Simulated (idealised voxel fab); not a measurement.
Documented hereafter: the process module known as voxel trench capacitor.
The cross-section on display is named cut; it measures 145 nm wide, and its cells are 5 nm squares.
Cross-section, as written here: a square-cell grid given band by band from the top down, where a band holds one or more rows of cells. Basically the band line says how high the top is and how high the bottom is, in nm, and then what's in it from left to right, every material with its width in nm. Empty space shows up as "empty", and if a single material carries "all across" it runs the full band edge to edge. Convention: height 0 is the level below which the wafer, as received, is all one material. The lowest band does not terminate at the bottom but continues downward, represented as "0..down". You'd read "30->40" like this: the band's top row of cells is as wide as the first number, its bottom row is as wide as the second, and going down, every row changes width by the same amount as the row before did. Reading "nothing changed" for a step: not a cell of the cross-section changed in it. "Closed internal cavities" - sealed voids, min. 8 cells, no opening to top; format: width x height at distance (distance from left edge; nm throughout). Formally, on a step line, whatever follows the settings is a remark that the simulator itself makes on the step. A step line may carry the setting "overlay nm", which, for steps involving a mask, states the distance by which the mask lay to the right of its intended position; negative values denote displacement to the left.

### Steps in the process plan
1) op RECEIVE | material Si
2) op CONFORMAL_DEP | material SiN | thk nm 5
3) op DIRECTIONAL_DEP | material aC | thk nm 15
4) op PATTERN | tone open | mask id TRENCH | material resist | width nm 20 | pitch nm 35 | thk nm 35 | overlay nm 0
5) op DIRECTIONAL_ETCH | etch materials aC | depth nm 15
6) op STRIP | etch materials resist
7) op DIRECTIONAL_ETCH | etch materials SiN | depth nm 5
8) op DIRECTIONAL_ETCH | etch materials Si | depth nm 35
9) op STRIP | etch materials aC
10) op CONFORMAL_DEP | material SiO2 | thk nm 5
11) op FILL_DEP | material polySi | thk nm 10
12) op CMP | height nm 5

### Step 1 complete: cross-section of the wafer as received
  0..down: Si all across
  Closed internal cavities: none

### As-planned run: cross-section of the first of two wafers at end of module
  5..0: 45 nm SiN, then 5 nm SiO2, then 10 nm polySi, then 5 nm SiO2, then 15 nm SiN, then 5 nm SiO2, then 10 nm polySi, then 5 nm SiO2, then 45 nm SiN
  0..-30: 45 nm Si, then 5 nm SiO2, then 10 nm polySi, then 5 nm SiO2, then 15 nm Si, then 5 nm SiO2, then 10 nm polySi, then 5 nm SiO2, then 45 nm Si
  -30..-35: 45 nm Si, then 20 nm SiO2, then 15 nm Si, then 20 nm SiO2, then 45 nm Si
  -35..down: Si all across
  Closed internal cavities: none

### Cross-sectional image of the second wafer of the two following completion of the module. Starting state and process plan were the same as for the first wafer; one execution error occurred
  5..0: 45 nm SiN, then 5 nm SiO2, then 10 nm polySi, then 5 nm SiO2, then 15 nm SiN, then 5 nm SiO2, then 10 nm polySi, then 5 nm SiO2, then 45 nm SiN
  0..-65: 45 nm Si, then 5 nm SiO2, then 10 nm polySi, then 5 nm SiO2, then 15 nm Si, then 5 nm SiO2, then 10 nm polySi, then 5 nm SiO2, then 45 nm Si
  -65..-70: 45 nm Si, then 20 nm SiO2, then 15 nm Si, then 20 nm SiO2, then 45 nm Si
  -70..down: Si all across
  Closed internal cavities: none
Misprocessing identified: regarding the plan, step 8 was run twice
Materials where the second wafer ends with more or fewer cells than the first: Si: 56 fewer; SiO2: 28 more; polySi: 28 more
